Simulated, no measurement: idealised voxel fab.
process module | voxel self aligned contacts
cross-section cut | 235 nm wide | cells 5 nm
A cross-section is a grid of square cells, given in bands from the top down. A band is one or more rows of cells.
Each band's line starts with the height of the band's top and of its bottom, in nm. Then come its materials from left to right, each with its width in nm. One material with "throughout" fills the band from edge to edge. "air" is empty space.
Height 0 is the level under which the wafer as received is all one material. The lowest band goes on downwards, as in "0 down".
A width such as "30 to 40" changes by the same amount from each row of cells to the next, from the band's top row to its bottom row.
"no change" after a step means that no cell of the cross-section changed.
closed voids: empty space of 8 cells or more with no open way to the top, each as width x height at its distance from the left edge, in nm
after a step's settings: what the simulator itself notes on the step
overlay nm, on a step with a mask: how far to the right of its planned place the mask lay; to the left if negative
plan
1 op RECEIVE | material Si
2 op CONFORMAL_DEP | material SiO2 | thk nm 5
3 op DIRECTIONAL_DEP | material polySi | thk nm 25
4 op DIRECTIONAL_DEP | material SiN | thk nm 20
5 op PATTERN | tone cover | mask id GATE | material resist | width nm 25 | pitch nm 55 | thk nm 15 | overlay nm 0
6 op DIRECTIONAL_ETCH | etch materials SiN | depth nm 20
7 op DIRECTIONAL_ETCH | etch materials polySi | depth nm 25
8 op STRIP | etch materials resist
9 op CONFORMAL_DEP | material SiN | thk nm 5
10 op DIRECTIONAL_ETCH | etch materials SiN | depth nm 5
11 op FILL_DEP | material SiO2 | thk nm 15
12 op CMP | height nm 55
13 op PATTERN | tone open | mask id CONTACT | material resist | width nm 40 | pitch nm 55 | thk nm 20 | overlay nm 0
14 op DIRECTIONAL_ETCH | etch materials SiO2 | depth nm 55
15 op STRIP | etch materials resist
16 op CONFORMAL_DEP | material TiN | thk nm 5
17 op FILL_DEP | material W | thk nm 10
18 op CMP | height nm 55
19 op CONFORMAL_DEP | material SiN | thk nm 5
as received, after step 1
  0 down: Si throughout
  closed voids: none
first wafer at the end, as planned
  60 to 55: SiN throughout
  55 to 50: SiO2 70 | TiN 15 | W 10 | TiN 15 | SiO2 15 | TiN 15 | W 10 | TiN 15 | SiO2 70
  50 to 30: SiO2 45 | SiN 35 | TiN 5 | W 10 | TiN 5 | SiN 35 | TiN 5 | W 10 | TiN 5 | SiN 35 | SiO2 45
  30 to 5: SiO2 45 | SiN 5 | polySi 25 | SiN 5 | TiN 5 | W 10 | TiN 5 | SiN 5 | polySi 25 | SiN 5 | TiN 5 | W 10 | TiN 5 | SiN 5 | polySi 25 | SiN 5 | SiO2 45
  5 to 0: SiO2 80 | TiN 20 | SiO2 35 | TiN 20 | SiO2 80
  0 down: Si throughout
  closed voids: none
second wafer at the end: like start, like plan, one mistake
  75 to 70: SiN throughout
  70 to 60: W throughout
  60 to 55: TiN 75 | W 30 | TiN 25 | W 30 | TiN 75
  55 to 50: SiO2 70 | TiN 15 | W 10 | TiN 15 | SiO2 15 | TiN 15 | W 10 | TiN 15 | SiO2 70
  50 to 30: SiO2 45 | SiN 35 | TiN 5 | W 10 | TiN 5 | SiN 35 | TiN 5 | W 10 | TiN 5 | SiN 35 | SiO2 45
  30 to 5: SiO2 45 | SiN 5 | polySi 25 | SiN 5 | TiN 5 | W 10 | TiN 5 | SiN 5 | polySi 25 | SiN 5 | TiN 5 | W 10 | TiN 5 | SiN 5 | polySi 25 | SiN 5 | SiO2 45
  5 to 0: SiO2 80 | TiN 20 | SiO2 35 | TiN 20 | SiO2 80
  0 down: Si throughout
  closed voids: none
what went wrong: step 18 was left out
at the end the second wafer has, in cells: 35 more of TiN | 106 more of W
